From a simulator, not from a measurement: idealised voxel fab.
process module | voxel ribs on slabs
cross-section cut | 240 nm wide | cells 5 nm
A cross-section is a grid of square cells, given in bands from the top down. A band is one or more rows of cells.
Each band's line starts with the height of the band's top and of its bottom, in nm. Then come its materials from left to right, each with its width in nm. One material with "throughout" fills the band from edge to edge. "air" is empty space.
Height 0 is the level under which the wafer as received is all one material. The lowest band goes on downwards, as in "0 down".
A width such as "30 to 40" changes by the same amount from each row of cells to the next, from the band's top row to its bottom row.
"no change" after a step means that no cell of the cross-section changed.
closed voids: empty space of 8 cells or more with no open way to the top, each as width x height at its distance from the left edge, in nm
after a step's settings: what the simulator itself notes on the step
overlay nm, on a step with a mask: how far to the right of its planned place the mask lay; to the left if negative
plan
1 op RECEIVE | material Si
2 op DIRECTIONAL_DEP | material SiO2 | thk nm 30
3 op DIRECTIONAL_DEP | material SiN | thk nm 20
4 op MASKED_ETCH | tone cover | mask id RIB | width nm 30 | etch materials SiN | depth nm 10 | overlay nm 0
5 op PATTERN | tone cover | mask id SLAB | material resist | width nm 70 | thk nm 15 | overlay nm 0
6 op DIRECTIONAL_ETCH | etch materials SiN | depth nm 10
7 op STRIP | etch materials resist
8 op FILL_DEP | material SiO2 | thk nm 25
9 op CMP | height nm 65
10 op DIRECTIONAL_DEP | material TiN | thk nm 5
11 op MASKED_ETCH | tone cover | mask id HEATER | width nm 40 | etch materials TiN | depth nm 5 | overlay nm 0
12 op CONFORMAL_DEP | material SiN | thk nm 10
first wafer, as planned
as received, after step 1
  0 down: Si throughout
  closed voids: none
after step 2
  30 to 0: SiO2 throughout
  below 0: unchanged
after step 3
  50 to 30: SiN throughout
  below 30: unchanged
after step 4
  50 to 40: air 105 | SiN 30 | air 105
  below 40: unchanged
after step 5
  65 to 50: air 85 | resist 70 | air 85
  50 to 40: air 85 | resist 20 | SiN 30 | resist 20 | air 85
  below 40: unchanged
after step 6
  65 to 50: air 85 | resist 70 | air 85
  50 to 40: air 85 | resist 20 | SiN 30 | resist 20 | air 85
  40 to 30: air 85 | SiN 70 | air 85
  below 30: unchanged
after step 7
  50 to 40: air 105 | SiN 30 | air 105
  below 40: unchanged
after step 8
  75 to 50: SiO2 throughout
  50 to 40: SiO2 105 | SiN 30 | SiO2 105
  40 to 30: SiO2 85 | SiN 70 | SiO2 85
  below 30: unchanged
after step 9
  65 to 50: SiO2 throughout
  below 50: unchanged
after step 10
  70 to 65: TiN throughout
  below 65: unchanged
after step 11
  70 to 65: air 100 | TiN 40 | air 100
  below 65: unchanged
after step 12
  80 to 75: air 90 | SiN 60 | air 90
  75 to 70: SiN throughout
  70 to 65: SiN 100 | TiN 40 | SiN 100
  below 65: unchanged
second wafer: like start, like plan, one mistake. Through step 9 it matches the first wafer
when step 10 should have ended
  70 to 50: SiO2 throughout
  below 50: unchanged
when step 11 should have ended: no change
when step 12 should have ended
  80 to 70: SiN throughout
  below 70: unchanged
what went wrong: step 10 ran as: op DIRECTIONAL_DEP | material SiO2 | thk nm 5
at the end the second wafer has, in cells: 4 fewer of SiN | 48 more of SiO2 | 8 fewer of TiN
